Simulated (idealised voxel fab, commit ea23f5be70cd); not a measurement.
process module | voxel wiring stack
cross-section cut | 280 nm wide | cells 5 nm
A cross-section is a grid of square cells, given in bands from the top down. A band is one or more rows of cells.
Each band's line starts with the height of the band's top and of its bottom, in nm. Then come its materials from left to right, each with its width in nm. One material with "throughout" fills the band from edge to edge. "air" is empty space.
Height 0 is the level under which the wafer as received is all one material. The lowest band goes on downwards, as in "0 down".
A width such as "30 to 40" changes by the same amount from each row of cells to the next, from the band's top row to its bottom row.
"no change" after a step means that no cell of the cross-section changed.
closed voids: empty space of 8 cells or more with no open way to the top, each as width x height at its distance from the left edge, in nm
after a step's settings: what the simulator itself notes on the step
overlay nm, on a step with a mask: how far to the right of its planned place the mask lay; to the left if negative
Each pair below shows a cross-section before one step and the cross-section after it, down to the lowest band that changed. The line under each pair gives the step between them, with its settings. The pairs can come from different runs of this module on the same starting wafer, so a pair continues from the pair above only where its "before" says so.
before
  110 to 90: lowk 105 | air 25 | lowk 15 | air 25 | lowk 110
  90 to 80: lowk throughout
  80 to 75: SiCN throughout
  75 to 70: SiO2 throughout
  70 to 65: SiO2 100 | SiN 35 | SiO2 5 | SiN 35 | SiO2 105
  65 to 50: SiO2 100 | SiN 5 | W 25 | SiN 5 | SiO2 5 | SiN 5 | W 25 | SiN 5 | SiO2 105
  50 to 45: SiN 105 | TiN 25 | SiN 15 | TiN 25 | SiN 110
  45 to 35: SiO2 105 | TiN 5 | Cu 5 | TiN 5 | SiO2 25 | TiN 5 | Cu 5 | TiN 5 | SiO2 120
  35 to 30: SiCN 105 | TiN 15 | SiCN 25 | TiN 15 | SiCN 120
  30 to 15: SiO2 100 | SiCN 5 | W 25 | SiCN 5 | SiO2 5 | SiCN 5 | W 25 | SiCN 5 | SiO2 105
  15 to 10: SiCN 105 | TiN 25 | SiCN 15 | TiN 25 | SiCN 110
  10 to 0: SiO2 throughout
  0 down: Si throughout
  closed voids: none
after
  125 to 110: aC 105 | air 25 | aC 15 | air 25 | aC 110
  110 to 105: lowk 105 | air 25 | lowk 15 | air 25 | lowk 110
  105 to 90: lowk 105 | aC 25 | lowk 15 | aC 25 | lowk 110
  below 90: unchanged
  closed voids: none
the step between: op DIRECTIONAL_DEP | material aC | thk nm 15
before: the cross-section after the pair above
after
  160 to 125: resist 105 | air 15 | resist 25 | air 15 | resist 120
  125 to 110: aC 105 | air 15 | resist 10 | aC 15 | air 15 | resist 10 | aC 110
  110 to 105: lowk 105 | air 15 | resist 10 | lowk 15 | air 15 | resist 10 | lowk 110
  below 105: unchanged
  closed voids: none
the step between: op PATTERN | tone open | mask id METAL_3_HOLES | material resist | width nm 15 | pitch nm 40 | thk nm 35 | overlay nm 0
before: the cross-section after the pair above
after
  145 to 125: resist 105 | air 15 | resist 25 | air 15 | resist 120
  125 to 110: aC 105 | air 15 | resist 10 | aC 15 | air 15 | resist 10 | aC 110
  110 to 105: lowk 105 | air 15 | resist 10 | lowk 15 | air 15 | resist 10 | lowk 110
  105 to 90: lowk 105 | air 15 | aC 10 | lowk 15 | air 15 | aC 10 | lowk 110
  below 90: unchanged
  closed voids: none
the step between: op DIRECTIONAL_ETCH | etch materials aC | depth nm 15
before: the cross-section after the pair above
after
  125 to 110: aC 105 | air 25 | aC 15 | air 25 | aC 110
  110 to 105: lowk 105 | air 25 | lowk 15 | air 25 | lowk 110
  below 105: unchanged
  closed voids: none
the step between: op STRIP | etch materials resist
before: the cross-section after the pair above
after
  125 to 110: aC 105 | air 25 | aC 15 | air 25 | aC 110
  110 to 105: lowk 105 | air 25 | lowk 15 | air 25 | lowk 110
  105 to 90: lowk 105 | air 15 | aC 10 | lowk 15 | air 15 | aC 10 | lowk 110
  90 to 80: lowk 105 | air 15 | lowk 25 | air 15 | lowk 120
  below 80: unchanged
  closed voids: none
the step between: op DIRECTIONAL_ETCH | etch materials lowk | depth nm 10
before: the cross-section after the pair above
after
  125 to 110: aC 105 | air 25 | aC 15 | air 25 | aC 110
  110 to 105: lowk 105 | air 25 | lowk 15 | air 25 | lowk 110
  105 to 90: lowk 105 | air 15 | aC 10 | lowk 15 | air 15 | aC 10 | lowk 110
  90 to 80: lowk 105 | air 15 | lowk 25 | air 15 | lowk 120
  80 to 75: SiCN 105 | air 15 | SiCN 25 | air 15 | SiCN 120
  below 75: unchanged
  closed voids: none
the step between: op DIRECTIONAL_ETCH | etch materials SiCN | depth nm 5
before: the cross-section after the pair above
after
  110 to 90: lowk 105 | air 25 | lowk 15 | air 25 | lowk 110
  below 90: unchanged
  closed voids: none
the step between: op STRIP | etch materials aC
before: the cross-section after the pair above
after
  115 to 110: TiN 110 | air 15 | TiN 25 | air 15 | TiN 115
  110 to 95: lowk 105 | TiN 5 | air 15 | TiN 5 | lowk 15 | TiN 5 | air 15 | TiN 5 | lowk 110
  95 to 90: lowk 105 | TiN 5 | air 5 | TiN 15 | lowk 15 | TiN 5 | air 5 | TiN 15 | lowk 110
  90 to 80: lowk 105 | TiN 5 | air 5 | TiN 5 | lowk 25 | TiN 5 | air 5 | TiN 5 | lowk 120
  80 to 75: SiCN 105 | TiN 15 | SiCN 25 | TiN 15 | SiCN 120
  below 75: unchanged
  closed voids: none
the step between: op CONFORMAL_DEP | material TiN | thk nm 5
before: the cross-section after the pair above
after
  125 to 115: Cu throughout
  115 to 110: TiN 110 | Cu 15 | TiN 25 | Cu 15 | TiN 115
  110 to 95: lowk 105 | TiN 5 | Cu 15 | TiN 5 | lowk 15 | TiN 5 | Cu 15 | TiN 5 | lowk 110
  95 to 90: lowk 105 | TiN 5 | Cu 5 | TiN 15 | lowk 15 | TiN 5 | Cu 5 | TiN 15 | lowk 110
  90 to 80: lowk 105 | TiN 5 | Cu 5 | TiN 5 | lowk 25 | TiN 5 | Cu 5 | TiN 5 | lowk 120
  below 80: unchanged
  closed voids: none
the step between: op FILL_DEP | material Cu | thk nm 10
before: the cross-section after the pair above
after
  110 to 95: lowk 105 | TiN 5 | Cu 15 | TiN 5 | lowk 15 | TiN 5 | Cu 15 | TiN 5 | lowk 110
  below 95: unchanged
  closed voids: none
the step between: op CMP | height nm 110
before: the cross-section after the pair above
after
  115 to 110: SiCN throughout
  below 110: unchanged
  closed voids: none
the step between: op CONFORMAL_DEP | material SiCN | thk nm 5
before: the cross-section after the pair above
after
  130 to 115: SiO2 throughout
  below 115: unchanged
  closed voids: none
the step between: op DIRECTIONAL_DEP | material SiO2 | thk nm 15
before: the cross-section after the pair above
after
  145 to 130: aC throughout
  below 130: unchanged
  closed voids: none
the step between: op DIRECTIONAL_DEP | material aC | thk nm 15
before: the cross-section after the pair above
after
  175 to 145: resist 105 | air 15 | resist 160
  below 145: unchanged
  closed voids: none
the step between: op PATTERN | tone open | mask id PLUG_3 | material resist | width nm 15 | thk nm 30 | overlay nm 0
before: the cross-section after the pair above
after
  160 to 145: resist 105 | air 15 | resist 160
  145 to 130: aC 105 | air 15 | aC 160
  below 130: unchanged
  closed voids: none
the step between: op DIRECTIONAL_ETCH | etch materials aC | depth nm 15
before: the cross-section after the pair above
after
  145 to 130: aC 105 | air 15 | aC 160
  below 130: unchanged
  closed voids: none
the step between: op STRIP | etch materials resist
before: the cross-section after the pair above
after
  145 to 130: aC 105 | air 15 | aC 160
  130 to 115: SiO2 105 | air 15 | SiO2 160
  below 115: unchanged
  closed voids: none
the step between: op DIRECTIONAL_ETCH | etch materials SiO2 | depth nm 15
before: the cross-section after the pair above
after
  145 to 130: aC 105 | air 15 | aC 160
  130 to 115: SiO2 105 | air 15 | SiO2 160
  115 to 110: SiCN 105 | air 15 | SiCN 160
  below 110: unchanged
  closed voids: none
the step between: op DIRECTIONAL_ETCH | etch materials SiCN | depth nm 5
before: the cross-section after the pair above
after
  130 to 115: SiO2 105 | air 15 | SiO2 160
  below 115: unchanged
  closed voids: none
the step between: op STRIP | etch materials aC
before: the cross-section after the pair above
after
  135 to 130: TiN 110 | air 5 | TiN 165
  130 to 115: SiO2 105 | TiN 5 | air 5 | TiN 5 | SiO2 160
  115 to 110: SiCN 105 | TiN 15 | SiCN 160
  below 110: unchanged
  closed voids: none
the step between: op CONFORMAL_DEP | material TiN | thk nm 5
before: the cross-section after the pair above
after
  140 to 135: Ru throughout
  135 to 130: TiN 110 | Ru 5 | TiN 165
  130 to 115: SiO2 105 | TiN 5 | Ru 5 | TiN 5 | SiO2 160
  below 115: unchanged
  closed voids: none
the step between: op FILL_DEP | material Ru | thk nm 5
before: the cross-section after the pair above
after
  130 to 115: SiO2 105 | TiN 5 | Ru 5 | TiN 5 | SiO2 160
  below 115: unchanged
  closed voids: none
the step between: op CMP | height nm 130
before: the cross-section after the pair above
after
  135 to 130: TiN throughout
  below 130: unchanged
  closed voids: none
the step between: op DIRECTIONAL_DEP | material TiN | thk nm 5
before: the cross-section after the pair above
after
  160 to 135: Ru throughout
  below 135: unchanged
  closed voids: none
the step between: op DIRECTIONAL_DEP | material Ru | thk nm 25
before: the cross-section after the pair above
after
  170 to 160: aC throughout
  below 160: unchanged
  closed voids: none
the step between: op DIRECTIONAL_DEP | material aC | thk nm 10
before: the cross-section after the pair above
after
  195 to 170: air 105 | resist 25 | air 15 | resist 25 | air 110
  below 170: unchanged
  closed voids: none
the step between: op PATTERN | tone cover | mask id METAL_4 | material resist | width nm 25 | pitch nm 40 | thk nm 25 | overlay nm 0
before: the cross-section after the pair above
after
  185 to 170: air 105 | resist 25 | air 15 | resist 25 | air 110
  170 to 160: air 105 | aC 25 | air 15 | aC 25 | air 110
  below 160: unchanged
  closed voids: none
the step between: op DIRECTIONAL_ETCH | etch materials aC | depth nm 10
before: the cross-section after the pair above
after
  170 to 160: air 105 | aC 25 | air 15 | aC 25 | air 110
  below 160: unchanged
  closed voids: none
the step between: op STRIP | etch materials resist
before: the cross-section after the pair above
after
  170 to 160: air 105 | aC 25 | air 15 | aC 25 | air 110
  160 to 135: air 105 | Ru 25 | air 15 | Ru 25 | air 110
  below 135: unchanged
  closed voids: none
the step between: op DIRECTIONAL_ETCH | etch materials Ru | depth nm 25
before: the cross-section after the pair above
after
  170 to 160: air 105 | aC 25 | air 15 | aC 25 | air 110
  160 to 135: air 105 | Ru 25 | air 15 | Ru 25 | air 110
  135 to 130: air 105 | TiN 25 | air 15 | TiN 25 | air 110
  below 130: unchanged
  closed voids: none
the step between: op DIRECTIONAL_ETCH | etch materials TiN | depth nm 5
before: the cross-section after the pair above
after
  160 to 135: air 105 | Ru 25 | air 15 | Ru 25 | air 110
  below 135: unchanged
  closed voids: none
the step between: op STRIP | etch materials aC
before: the cross-section after the pair above
after
  165 to 160: air 100 | SiN 35 | air 5 | SiN 35 | air 105
  160 to 135: air 100 | SiN 5 | Ru 25 | SiN 5 | air 5 | SiN 5 | Ru 25 | SiN 5 | air 105
  135 to 130: SiN 105 | TiN 25 | SiN 15 | TiN 25 | SiN 110
  below 130: unchanged
  closed voids: none
the step between: op CONFORMAL_DEP | material SiN | thk nm 5
before: the cross-section after the pair above
after
  175 to 165: lowk throughout
  165 to 160: lowk 100 | SiN 35 | lowk 5 | SiN 35 | lowk 105
  160 to 135: lowk 100 | SiN 5 | Ru 25 | SiN 5 | lowk 5 | SiN 5 | Ru 25 | SiN 5 | lowk 105
  below 135: unchanged
  closed voids: none
the step between: op FILL_DEP | material lowk | thk nm 10
before: the cross-section after the pair above
after
  160 to 135: lowk 100 | SiN 5 | Ru 25 | SiN 5 | lowk 5 | SiN 5 | Ru 25 | SiN 5 | lowk 105
  below 135: unchanged
  closed voids: none
the step between: op CMP | height nm 160
before: the cross-section after the pair above
after
  165 to 160: SiCN throughout
  below 160: unchanged
  closed voids: none
the step between: op CONFORMAL_DEP | material SiCN | thk nm 5
before
  110 to 80: lowk throughout
  80 to 75: SiCN throughout
  75 to 60: SiO2 100 | SiN 5 | W 25 | SiN 5 | SiO2 5 | SiN 5 | W 25 | SiN 5 | SiO2 105
  60 to 55: SiN 105 | TiN 25 | SiN 15 | TiN 25 | SiN 110
  55 to 35: SiO2 105 | TiN 5 | Cu 5 | TiN 5 | SiO2 25 | TiN 5 | Cu 5 | TiN 5 | SiO2 120
  35 to 30: SiCN 105 | TiN 15 | SiCN 25 | TiN 15 | SiCN 120
  30 to 15: SiO2 100 | SiCN 5 | W 25 | SiCN 5 | SiO2 5 | SiCN 5 | W 25 | SiCN 5 | SiO2 105
  15 to 10: SiCN 105 | TiN 25 | SiCN 15 | TiN 25 | SiCN 110
  10 to 0: SiO2 throughout
  0 down: Si throughout
  closed voids: none
after
  110 to 90: lowk 110 | air 20 | lowk 20 | air 20 | lowk 110
  below 90: unchanged
  closed voids: none
the step between: op MASKED_ETCH | tone open | mask id METAL_3 | width nm 20 | pitch nm 40 | etch materials lowk | depth nm 20 | overlay nm 0
before: the cross-section after the pair above
after
  125 to 110: aC 110 | air 20 | aC 20 | air 20 | aC 110
  110 to 105: lowk 110 | air 20 | lowk 20 | air 20 | lowk 110
  105 to 90: lowk 110 | aC 20 | lowk 20 | aC 20 | lowk 110
  below 90: unchanged
  closed voids: none
the step between: op DIRECTIONAL_DEP | material aC | thk nm 15
before: the cross-section after the pair above
after
  160 to 125: resist 105 | air 15 | resist 25 | air 15 | resist 120
  125 to 110: aC 110 | air 10 | resist 10 | aC 20 | air 10 | resist 10 | aC 110
  110 to 105: lowk 110 | air 10 | resist 10 | lowk 20 | air 10 | resist 10 | lowk 110
  below 105: unchanged
  closed voids: none
the step between: op PATTERN | tone open | mask id METAL_3_HOLES | material resist | width nm 15 | pitch nm 40 | thk nm 35 | overlay nm 0
before: the cross-section after the pair above
after
  145 to 125: resist 105 | air 15 | resist 25 | air 15 | resist 120
  125 to 110: aC 105 | air 15 | resist 10 | aC 15 | air 15 | resist 10 | aC 110
  110 to 105: lowk 110 | air 10 | resist 10 | lowk 20 | air 10 | resist 10 | lowk 110
  105 to 90: lowk 110 | air 10 | aC 10 | lowk 20 | air 10 | aC 10 | lowk 110
  below 90: unchanged
  closed voids: none
the step between: op DIRECTIONAL_ETCH | etch materials aC | depth nm 15
before: the cross-section after the pair above
after
  125 to 110: aC 105 | air 25 | aC 15 | air 25 | aC 110
  110 to 105: lowk 110 | air 20 | lowk 20 | air 20 | lowk 110
  below 105: unchanged
  closed voids: none
the step between: op STRIP | etch materials resist
before: the cross-section after the pair above
after
  125 to 110: aC 105 | air 25 | aC 15 | air 25 | aC 110
  110 to 105: lowk 105 | air 25 | lowk 15 | air 25 | lowk 110
  105 to 100: lowk 105 | air 15 | aC 10 | lowk 15 | air 15 | aC 10 | lowk 110
  100 to 90: lowk 110 | air 10 | aC 10 | lowk 20 | air 10 | aC 10 | lowk 110
  90 to 80: lowk 110 | air 10 | lowk 30 | air 10 | lowk 120
  below 80: unchanged
  closed voids: none
the step between: op DIRECTIONAL_ETCH | etch materials lowk | depth nm 10
before: the cross-section after the pair above
after
  125 to 110: aC 105 | air 25 | aC 15 | air 25 | aC 110
  110 to 105: lowk 105 | air 25 | lowk 15 | air 25 | lowk 110
  105 to 100: lowk 105 | air 15 | aC 10 | lowk 15 | air 15 | aC 10 | lowk 110
  100 to 90: lowk 110 | air 10 | aC 10 | lowk 20 | air 10 | aC 10 | lowk 110
  90 to 80: lowk 110 | air 10 | lowk 30 | air 10 | lowk 120
  80 to 75: SiCN 110 | air 10 | SiCN 30 | air 10 | SiCN 120
  below 75: unchanged
  closed voids: none
the step between: op DIRECTIONAL_ETCH | etch materials SiCN | depth nm 5
before: the cross-section after the pair above
after
  110 to 100: lowk 105 | air 25 | lowk 15 | air 25 | lowk 110
  100 to 90: lowk 110 | air 20 | lowk 20 | air 20 | lowk 110
  below 90: unchanged
  closed voids: none
the step between: op STRIP | etch materials aC
before: the cross-section after the pair above
after
  115 to 110: TiN 110 | air 15 | TiN 25 | air 15 | TiN 115
  110 to 100: lowk 105 | TiN 5 to 10 | air 15 to 10 | TiN 5 | lowk 15 | TiN 5 to 10 | air 15 to 10 | TiN 5 | lowk 110
  100 to 95: lowk 110 | TiN 5 | air 10 | TiN 5 | lowk 20 | TiN 5 | air 10 | TiN 5 | lowk 110
  95 to 90: lowk 110 | TiN 20 | lowk 20 | TiN 20 | lowk 110
  90 to 80: lowk 110 | TiN 10 | lowk 30 | TiN 10 | lowk 120
  80 to 75: SiCN 110 | TiN 10 | SiCN 30 | TiN 10 | SiCN 120
  below 75: unchanged
  closed voids: none
the step between: op CONFORMAL_DEP | material TiN | thk nm 5
before: the cross-section after the pair above
after
  125 to 115: Cu throughout
  115 to 110: TiN 110 | Cu 15 | TiN 25 | Cu 15 | TiN 115
  110 to 100: lowk 105 | TiN 5 to 10 | Cu 15 to 10 | TiN 5 | lowk 15 | TiN 5 to 10 | Cu 15 to 10 | TiN 5 | lowk 110
  100 to 95: lowk 110 | TiN 5 | Cu 10 | TiN 5 | lowk 20 | TiN 5 | Cu 10 | TiN 5 | lowk 110
  below 95: unchanged
  closed voids: none
the step between: op FILL_DEP | material Cu | thk nm 10
before: the cross-section after the pair above
after
  110 to 100: lowk 105 | TiN 5 to 10 | Cu 15 to 10 | TiN 5 | lowk 15 | TiN 5 to 10 | Cu 15 to 10 | TiN 5 | lowk 110
  below 100: unchanged
  closed voids: none
the step between: op CMP | height nm 110
before: the cross-section after the pair above
after
  115 to 110: SiCN throughout
  below 110: unchanged
  closed voids: none
the step between: op CONFORMAL_DEP | material SiCN | thk nm 5
before: the cross-section after the pair above
after
  130 to 115: SiO2 throughout
  below 115: unchanged
  closed voids: none
the step between: op DIRECTIONAL_DEP | material SiO2 | thk nm 15
before: the cross-section after the pair above
after
  145 to 130: aC throughout
  below 130: unchanged
  closed voids: none
the step between: op DIRECTIONAL_DEP | material aC | thk nm 15
before: the cross-section after the pair above
after
  175 to 145: resist 105 | air 15 | resist 160
  below 145: unchanged
  closed voids: none
the step between: op PATTERN | tone open | mask id PLUG_3 | material resist | width nm 15 | thk nm 30 | overlay nm 0
before: the cross-section after the pair above
after
  160 to 145: resist 105 | air 15 | resist 160
  145 to 130: aC 105 | air 15 | aC 160
  below 130: unchanged
  closed voids: none
the step between: op DIRECTIONAL_ETCH | etch materials aC | depth nm 15
before: the cross-section after the pair above
after
  145 to 130: aC 105 | air 15 | aC 160
  below 130: unchanged
  closed voids: none
the step between: op STRIP | etch materials resist
before: the cross-section after the pair above
after
  145 to 130: aC 105 | air 15 | aC 160
  130 to 115: SiO2 105 | air 15 | SiO2 160
  below 115: unchanged
  closed voids: none
the step between: op DIRECTIONAL_ETCH | etch materials SiO2 | depth nm 15
before: the cross-section after the pair above
after
  145 to 130: aC 105 | air 15 | aC 160
  130 to 115: SiO2 105 | air 15 | SiO2 160
  115 to 110: SiCN 105 | air 15 | SiCN 160
  below 110: unchanged
  closed voids: none
the step between: op DIRECTIONAL_ETCH | etch materials SiCN | depth nm 5
before: the cross-section after the pair above
after
  130 to 115: SiO2 105 | air 15 | SiO2 160
  below 115: unchanged
  closed voids: none
the step between: op STRIP | etch materials aC
before: the cross-section after the pair above
after
  135 to 130: TiN 110 | air 5 | TiN 165
  130 to 115: SiO2 105 | TiN 5 | air 5 | TiN 5 | SiO2 160
  115 to 110: SiCN 105 | TiN 15 | SiCN 160
  below 110: unchanged
  closed voids: none
the step between: op CONFORMAL_DEP | material TiN | thk nm 5
before: the cross-section after the pair above
after
  140 to 135: Ru throughout
  135 to 130: TiN 110 | Ru 5 | TiN 165
  130 to 115: SiO2 105 | TiN 5 | Ru 5 | TiN 5 | SiO2 160
  below 115: unchanged
  closed voids: none
the step between: op FILL_DEP | material Ru | thk nm 5
before: the cross-section after the pair above
after
  130 to 115: SiO2 105 | TiN 5 | Ru 5 | TiN 5 | SiO2 160
  below 115: unchanged
  closed voids: none
the step between: op CMP | height nm 130
before: the cross-section after the pair above
after
  135 to 130: TiN throughout
  below 130: unchanged
  closed voids: none
the step between: op DIRECTIONAL_DEP | material TiN | thk nm 5
before: the cross-section after the pair above
after
  160 to 135: Ru throughout
  below 135: unchanged
  closed voids: none
the step between: op DIRECTIONAL_DEP | material Ru | thk nm 25
before: the cross-section after the pair above
after
  170 to 160: aC throughout
  below 160: unchanged
  closed voids: none
the step between: op DIRECTIONAL_DEP | material aC | thk nm 10
before: the cross-section after the pair above
after
  195 to 170: air 105 | resist 25 | air 15 | resist 25 | air 110
  below 170: unchanged
  closed voids: none
the step between: op PATTERN | tone cover | mask id METAL_4 | material resist | width nm 25 | pitch nm 40 | thk nm 25 | overlay nm 0
before: the cross-section after the pair above
after
  185 to 170: air 105 | resist 25 | air 15 | resist 25 | air 110
  170 to 160: air 105 | aC 25 | air 15 | aC 25 | air 110
  below 160: unchanged
  closed voids: none
the step between: op DIRECTIONAL_ETCH | etch materials aC | depth nm 10
before: the cross-section after the pair above
after
  170 to 160: air 105 | aC 25 | air 15 | aC 25 | air 110
  below 160: unchanged
  closed voids: none
the step between: op STRIP | etch materials resist
before: the cross-section after the pair above
after
  170 to 160: air 105 | aC 25 | air 15 | aC 25 | air 110
  160 to 135: air 105 | Ru 25 | air 15 | Ru 25 | air 110
  below 135: unchanged
  closed voids: none
the step between: op DIRECTIONAL_ETCH | etch materials Ru | depth nm 25
before: the cross-section after the pair above
after
  170 to 160: air 105 | aC 25 | air 15 | aC 25 | air 110
  160 to 135: air 105 | Ru 25 | air 15 | Ru 25 | air 110
  135 to 130: air 105 | TiN 25 | air 15 | TiN 25 | air 110
  below 130: unchanged
  closed voids: none
the step between: op DIRECTIONAL_ETCH | etch materials TiN | depth nm 5
before: the cross-section after the pair above
after
  160 to 135: air 105 | Ru 25 | air 15 | Ru 25 | air 110
  below 135: unchanged
  closed voids: none
the step between: op STRIP | etch materials aC
before: the cross-section after the pair above
after
  165 to 160: air 100 | SiN 35 | air 5 | SiN 35 | air 105
  160 to 135: air 100 | SiN 5 | Ru 25 | SiN 5 | air 5 | SiN 5 | Ru 25 | SiN 5 | air 105
  135 to 130: SiN 105 | TiN 25 | SiN 15 | TiN 25 | SiN 110
  below 130: unchanged
  closed voids: none
the step between: op CONFORMAL_DEP | material SiN | thk nm 5
before: the cross-section after the pair above
after
  175 to 165: lowk throughout
  165 to 160: lowk 100 | SiN 35 | lowk 5 | SiN 35 | lowk 105
  160 to 135: lowk 100 | SiN 5 | Ru 25 | SiN 5 | lowk 5 | SiN 5 | Ru 25 | SiN 5 | lowk 105
  below 135: unchanged
  closed voids: none
the step between: op FILL_DEP | material lowk | thk nm 10
before: the cross-section after the pair above
after
  160 to 135: lowk 100 | SiN 5 | Ru 25 | SiN 5 | lowk 5 | SiN 5 | Ru 25 | SiN 5 | lowk 105
  below 135: unchanged
  closed voids: none
the step between: op CMP | height nm 160
before: the cross-section after the pair above
after
  165 to 160: SiCN throughout
  below 160: unchanged
  closed voids: none
the step between: op CONFORMAL_DEP | material SiCN | thk nm 5
before
  110 to 80: lowk throughout
  80 to 75: SiCN throughout
  75 to 60: SiO2 100 | SiN 5 | W 25 | SiN 5 | SiO2 5 | SiN 5 | W 25 | SiN 5 | SiO2 105
  60 to 55: SiN 105 | TiN 25 | SiN 15 | TiN 25 | SiN 110
  55 to 35: SiO2 105 | TiN 5 | Cu 5 | TiN 5 | SiO2 25 | TiN 5 | Cu 5 | TiN 5 | SiO2 120
  35 to 30: SiCN 105 | TiN 15 | SiCN 25 | TiN 15 | SiCN 120
  30 to 15: SiO2 100 | SiCN 5 | W 25 | SiCN 5 | SiO2 5 | SiCN 5 | W 25 | SiCN 5 | SiO2 105
  15 to 10: SiCN 105 | TiN 25 | SiCN 15 | TiN 25 | SiCN 110
  10 to 0: SiO2 throughout
  0 down: Si throughout
  closed voids: none
after
  110 to 90: lowk 100 | air 25 | lowk 15 | air 25 | lowk 115
  below 90: unchanged
  closed voids: none
the step between: op MASKED_ETCH | tone open | mask id METAL_3 | width nm 25 | pitch nm 40 | etch materials lowk | depth nm 20 | overlay nm -5
before: the cross-section after the pair above
after
  125 to 110: aC 100 | air 25 | aC 15 | air 25 | aC 115
  110 to 105: lowk 100 | air 25 | lowk 15 | air 25 | lowk 115
  105 to 90: lowk 100 | aC 25 | lowk 15 | aC 25 | lowk 115
  below 90: unchanged
  closed voids: none
the step between: op DIRECTIONAL_DEP | material aC | thk nm 15
before: the cross-section after the pair above
after
  160 to 125: resist 105 | air 15 | resist 25 | air 15 | resist 120
  125 to 110: aC 100 | resist 5 | air 15 | resist 5 | aC 15 | resist 5 | air 15 | resist 5 | aC 115
  110 to 105: lowk 100 | resist 5 | air 15 | resist 5 | lowk 15 | resist 5 | air 15 | resist 5 | lowk 115
  below 105: unchanged
  closed voids: none
the step between: op PATTERN | tone open | mask id METAL_3_HOLES | material resist | width nm 15 | pitch nm 40 | thk nm 35 | overlay nm 0
before: the cross-section after the pair above
after
  145 to 125: resist 105 | air 15 | resist 25 | air 15 | resist 120
  125 to 110: aC 100 | resist 5 | air 15 | resist 5 | aC 15 | resist 5 | air 15 | resist 5 | aC 115
  110 to 105: lowk 100 | resist 5 | air 15 | resist 5 | lowk 15 | resist 5 | air 15 | resist 5 | lowk 115
  105 to 90: lowk 100 | aC 5 | air 15 | aC 5 | lowk 15 | aC 5 | air 15 | aC 5 | lowk 115
  below 90: unchanged
  closed voids: none
the step between: op DIRECTIONAL_ETCH | etch materials aC | depth nm 15
before: the cross-section after the pair above
after
  125 to 110: aC 100 | air 25 | aC 15 | air 25 | aC 115
  110 to 105: lowk 100 | air 25 | lowk 15 | air 25 | lowk 115
  below 105: unchanged
  closed voids: none
the step between: op STRIP | etch materials resist
before: the cross-section after the pair above
after
  125 to 110: aC 100 | air 25 | aC 15 | air 25 | aC 115
  110 to 105: lowk 100 | air 25 | lowk 15 | air 25 | lowk 115
  105 to 90: lowk 100 | aC 5 | air 15 | aC 5 | lowk 15 | aC 5 | air 15 | aC 5 | lowk 115
  90 to 80: lowk 105 | air 15 | lowk 25 | air 15 | lowk 120
  below 80: unchanged
  closed voids: none
the step between: op DIRECTIONAL_ETCH | etch materials lowk | depth nm 10
before: the cross-section after the pair above
after
  125 to 110: aC 100 | air 25 | aC 15 | air 25 | aC 115
  110 to 105: lowk 100 | air 25 | lowk 15 | air 25 | lowk 115
  105 to 90: lowk 100 | aC 5 | air 15 | aC 5 | lowk 15 | aC 5 | air 15 | aC 5 | lowk 115
  90 to 80: lowk 105 | air 15 | lowk 25 | air 15 | lowk 120
  80 to 75: SiCN 105 | air 15 | SiCN 25 | air 15 | SiCN 120
  below 75: unchanged
  closed voids: none
the step between: op DIRECTIONAL_ETCH | etch materials SiCN | depth nm 5
before: the cross-section after the pair above
after
  110 to 90: lowk 100 | air 25 | lowk 15 | air 25 | lowk 115
  below 90: unchanged
  closed voids: none
the step between: op STRIP | etch materials aC
before: the cross-section after the pair above
after
  115 to 110: TiN 105 | air 15 | TiN 25 | air 15 | TiN 120
  110 to 95: lowk 100 | TiN 5 | air 15 | TiN 5 | lowk 15 | TiN 5 | air 15 | TiN 5 | lowk 115
  95 to 90: lowk 100 | TiN 10 | air 5 | TiN 10 | lowk 15 | TiN 10 | air 5 | TiN 10 | lowk 115
  90 to 80: lowk 105 | TiN 5 | air 5 | TiN 5 | lowk 25 | TiN 5 | air 5 | TiN 5 | lowk 120
  80 to 75: SiCN 105 | TiN 15 | SiCN 25 | TiN 15 | SiCN 120
  below 75: unchanged
  closed voids: none
the step between: op CONFORMAL_DEP | material TiN | thk nm 5
before: the cross-section after the pair above
after
  125 to 115: Cu throughout
  115 to 110: TiN 105 | Cu 15 | TiN 25 | Cu 15 | TiN 120
  110 to 95: lowk 100 | TiN 5 | Cu 15 | TiN 5 | lowk 15 | TiN 5 | Cu 15 | TiN 5 | lowk 115
  95 to 90: lowk 100 | TiN 10 | Cu 5 | TiN 10 | lowk 15 | TiN 10 | Cu 5 | TiN 10 | lowk 115
  90 to 80: lowk 105 | TiN 5 | Cu 5 | TiN 5 | lowk 25 | TiN 5 | Cu 5 | TiN 5 | lowk 120
  below 80: unchanged
  closed voids: none
the step between: op FILL_DEP | material Cu | thk nm 10
before: the cross-section after the pair above
after
  110 to 95: lowk 100 | TiN 5 | Cu 15 | TiN 5 | lowk 15 | TiN 5 | Cu 15 | TiN 5 | lowk 115
  below 95: unchanged
  closed voids: none
the step between: op CMP | height nm 110
before: the cross-section after the pair above
after
  115 to 110: SiCN throughout
  below 110: unchanged
  closed voids: none
the step between: op CONFORMAL_DEP | material SiCN | thk nm 5
before: the cross-section after the pair above
after
  130 to 115: SiO2 throughout
  below 115: unchanged
  closed voids: none
the step between: op DIRECTIONAL_DEP | material SiO2 | thk nm 15
before: the cross-section after the pair above
after
  145 to 130: aC throughout
  below 130: unchanged
  closed voids: none
the step between: op DIRECTIONAL_DEP | material aC | thk nm 15
before: the cross-section after the pair above
after
  175 to 145: resist 105 | air 15 | resist 160
  below 145: unchanged
  closed voids: none
the step between: op PATTERN | tone open | mask id PLUG_3 | material resist | width nm 15 | thk nm 30 | overlay nm 0
before: the cross-section after the pair above
after
  160 to 145: resist 105 | air 15 | resist 160
  145 to 130: aC 105 | air 15 | aC 160
  below 130: unchanged
  closed voids: none
the step between: op DIRECTIONAL_ETCH | etch materials aC | depth nm 15
before: the cross-section after the pair above
after
  145 to 130: aC 105 | air 15 | aC 160
  below 130: unchanged
  closed voids: none
the step between: op STRIP | etch materials resist
before: the cross-section after the pair above
after
  145 to 130: aC 105 | air 15 | aC 160
  130 to 115: SiO2 105 | air 15 | SiO2 160
  below 115: unchanged
  closed voids: none
the step between: op DIRECTIONAL_ETCH | etch materials SiO2 | depth nm 15
before: the cross-section after the pair above
after
  145 to 130: aC 105 | air 15 | aC 160
  130 to 115: SiO2 105 | air 15 | SiO2 160
  115 to 110: SiCN 105 | air 15 | SiCN 160
  below 110: unchanged
  closed voids: none
the step between: op DIRECTIONAL_ETCH | etch materials SiCN | depth nm 5
before: the cross-section after the pair above
after
  130 to 115: SiO2 105 | air 15 | SiO2 160
  below 115: unchanged
  closed voids: none
the step between: op STRIP | etch materials aC
before: the cross-section after the pair above
after
  135 to 130: TiN 110 | air 5 | TiN 165
  130 to 115: SiO2 105 | TiN 5 | air 5 | TiN 5 | SiO2 160
  115 to 110: SiCN 105 | TiN 15 | SiCN 160
  below 110: unchanged
  closed voids: none
the step between: op CONFORMAL_DEP | material TiN | thk nm 5
